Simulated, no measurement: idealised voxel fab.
Documented hereafter: the process module known as voxel trench capacitor.
In the cross-section labelled cut, the width is 300 nm and each square cell is 5 nm.
The cross-sections in this document take the form of a grid made of square cells. They are written out as bands, in order from top to bottom. Each band consists of one or more rows of cells. Band: top and bottom heights (nm) first, top before bottom; then materials from left to right, widths in nm. "full width" marks a sole material filling the band edge to edge. "blank" denotes empty space. For the purposes of this specification, 0 denotes the height below which the wafer in its as-received condition is composed wholly of one material, and the lowermost band, lacking a lower limit, extends downward without end, as expressed in "z 0 and below". Width "30 to 40": first value at the band's top row of cells, second value at its bottom row, equal change from row to row. Key: "no change" - step with no changed cell in the cross-section. Closed empty spaces (no open way to the top) of 8 cells or more are what "Trapped cavities" lists, each as width x height at distance from the left edge, nm for all three. It should be noted that, on the line of a given step, the content following the step's settings is a remark produced by the simulator itself with respect to that step. overlay nm: for a step with a mask, the amount by which the mask lay right of where it was planned; a negative amount means left of it.

This section lists the process steps that were planned:
step 1: RECEIVE with material Si
step 2: CONFORMAL_DEP with material SiN, thk nm 10
step 3: PATTERN with tone open, mask id TRENCH, material resist, width nm 30, pitch nm 60, thk nm 15, overlay nm 0
step 4: DIRECTIONAL_ETCH with etch materials SiN, depth nm 10
step 5: DIRECTIONAL_ETCH with etch materials Si, depth nm 30
step 6: STRIP with etch materials resist
step 7: CONFORMAL_DEP with material HfO2, thk nm 5
step 8: CONFORMAL_DEP with material TiN, thk nm 5
step 9: FILL_DEP with material W, thk nm 10
step 10: CMP with height nm 10

Incoming wafer in cross-section (state: after step 1):
* z 0 and below | Si full width
* Trapped cavities: none

Below is the wafer in cross-section after the module was completed. It began from the starting point shown above and followed the plan shown above, except that one mistake was made while running it:
* z 10 to 0 | 45 of SiN, 5 of HfO2, 5 of TiN, 15 of W, 5 of TiN, 5 of HfO2, 25 of SiN, 5 of HfO2, 5 of TiN, 15 of W, 5 of TiN, 5 of HfO2, 25 of SiN, 5 of HfO2, 5 of TiN, 15 of W, 5 of TiN, 5 of HfO2, 25 of SiN, 5 of HfO2, 5 of TiN, 15 of W, 5 of TiN, 5 of HfO2, 40 of SiN
* z 0 to -20 | 45 of Si, 5 of HfO2, 5 of TiN, 15 of W, 5 of TiN, 5 of HfO2, 25 of Si, 5 of HfO2, 5 of TiN, 15 of W, 5 of TiN, 5 of HfO2, 25 of Si, 5 of HfO2, 5 of TiN, 15 of W, 5 of TiN, 5 of HfO2, 25 of Si, 5 of HfO2, 5 of TiN, 15 of W, 5 of TiN, 5 of HfO2, 40 of Si
* z -20 to -25 | 45 of Si, 5 of HfO2, 25 of TiN, 5 of HfO2, 25 of Si, 5 of HfO2, 25 of TiN, 5 of HfO2, 25 of Si, 5 of HfO2, 25 of TiN, 5 of HfO2, 25 of Si, 5 of HfO2, 25 of TiN, 5 of HfO2, 40 of Si
* z -25 to -30 | 45 of Si, 35 of HfO2, 25 of Si, 35 of HfO2, 25 of Si, 35 of HfO2, 25 of Si, 35 of HfO2, 40 of Si
* z -30 and below | Si full width
* Trapped cavities: none
So what did we get wrong on this run? step 3 did not use the planned setting and instead ran as PATTERN with tone open, mask id TRENCH, material resist, width nm 35, pitch nm 60, thk nm 15, overlay nm 0
